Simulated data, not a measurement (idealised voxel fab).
Process module, titled voxel capacitor over wiring
Shown is cross-section cut, with a width of 250 nm and square cells of size 5 nm.
If you're reading a cross-section in this doc, picture square cells in a grid; it comes to you as bands, top ones listed first down to the bottom, and a band can be one or more rows of cells. Per band: top height and bottom height in nm, followed by the left-to-right materials and their widths in nm; "all across" marks a single material spanning edge to edge, "blank" marks empty space. Heights are expressed relative to 0, this being the level below which the as-received wafer comprises one material exclusively. The lowest band is unbounded in the downward direction and is denoted as in "z 0 and below". Think of "30->40" as a width that walks from the first number to the second as you go down the band, top row to bottom row, taking equal-sized steps from row to row. A step reported as "remained the same" is a step in which no cell of the cross-section changed. The entry "Trapped voids" lists the empty spaces that cover at least 8 cells and have no open path to the top. Each is written as width x height at distance, where the distance is measured from the left edge and all three values are in nm. If you see something after the settings on a step's line, that's the simulator's own remark about that step. "overlay nm" denotes, for a step that has a mask, the displacement of the mask to the right of its planned place, with negative values corresponding to the left.
## The process steps that were planned are listed below
- 1: RECEIVE, material Si
- 2: CONFORMAL_DEP, material SiO2, thk nm 10
- 3: CONFORMAL_DEP, material SiN, thk nm 5
- 4: DIRECTIONAL_DEP, material lowk, thk nm 20
- 5: PATTERN, tone open, mask id METAL_1, material resist, width nm 20, pitch nm 90, thk nm 15, overlay nm 0
- 6: DIRECTIONAL_ETCH, etch materials lowk, depth nm 20
- 7: DIRECTIONAL_ETCH, etch materials SiN, depth nm 5
- 8: STRIP, etch materials resist
- 9: CONFORMAL_DEP, material TiN, thk nm 5
- 10: FILL_DEP, material Ru, thk nm 10
- 11: CMP, height nm 35
- 12: EPI, material Ru, thk nm 5
- 13: FILL_DEP, material SiCN, thk nm 5
- 14: DIRECTIONAL_DEP, material SiO2, thk nm 15
- 15: PATTERN, tone open, mask id PLUG_1, material resist, width nm 15, thk nm 15, overlay nm 0
- 16: DIRECTIONAL_ETCH, etch materials SiO2, depth nm 15
- 17: DIRECTIONAL_ETCH, etch materials SiCN, depth nm 5
- 18: STRIP, etch materials resist
- 19: EPI, material Ru, thk nm 10
- 20: EPI, material Ru, thk nm 10
- 21: DIRECTIONAL_DEP, material TiN, thk nm 10
- 22: DIRECTIONAL_DEP, material SiN, thk nm 5
- 23: DIRECTIONAL_DEP, material TiN, thk nm 10
- 24: PATTERN, tone cover, mask id UPPER_PLATE, material resist, width nm 75, thk nm 20, overlay nm 0
- 25: DIRECTIONAL_ETCH, etch materials TiN, depth nm 10
- 26: DIRECTIONAL_ETCH, etch materials SiN, depth nm 5
- 27: STRIP, etch materials resist
- 28: PATTERN, tone cover, mask id LOWER_PLATE, material resist, width nm 85, thk nm 15, overlay nm 0
- 29: DIRECTIONAL_ETCH, etch materials TiN, depth nm 10
- 30: STRIP, etch materials resist
- 31: FILL_DEP, material SiO2, thk nm 15
- 32: CMP, height nm 95
- 33: PATTERN, tone open, mask id PLUG_2, material resist, width nm 15, thk nm 15, overlay nm 0
- 34: DIRECTIONAL_ETCH, etch materials SiO2, depth nm 10
- 35: STRIP, etch materials resist
- 36: CONFORMAL_DEP, material TiN, thk nm 5
- 37: FILL_DEP, material Ru, thk nm 5
- 38: CMP, height nm 95
- 39: CONFORMAL_DEP, material SiN, thk nm 5
## Shown in cross-section is the wafer as received, that is, as it stands after step 1
  z 0 and below = Si all across
  Trapped voids: none
## Post-module cross-section: identical start and plan to those above, one misstep in execution
  z 100 to 95 = SiN all across
  z 95 to 90 = SiO2: 85, then TiN: 5, then Ru: 5, then TiN: 5, then SiO2: 150
  z 90 to 85 = SiO2: 85, then TiN: 15, then SiO2: 150
  z 85 to 75 = SiO2: 75, then TiN: 75, then SiO2: 100
  z 75 to 70 = SiO2: 75, then SiN: 75, then SiO2: 100
  z 70 to 60 = SiO2: 70, then TiN: 85, then SiO2: 95
  z 60 to 45 = SiO2: 75, then Ru: 15, then SiO2: 160
  z 45 to 40 = SiCN: 75, then Ru: 15, then SiCN: 160
  z 40 to 30 = Ru all across
  z 30 to 25 = TiN: 75, then Ru: 10, then TiN: 80, then Ru: 10, then TiN: 75
  z 25 to 5 = lowk: 70, then TiN: 5, then Ru: 10, then TiN: 5, then lowk: 70, then TiN: 5, then Ru: 10, then TiN: 5, then lowk: 70
  z 5 to 0 = SiN: 70, then TiN: 20, then SiN: 70, then TiN: 20, then SiN: 70
  z 0 and below = Si all across
  Trapped voids: none
The plan and the run diverged here: execution of step 2 of the plan did not take place, the step having been omitted
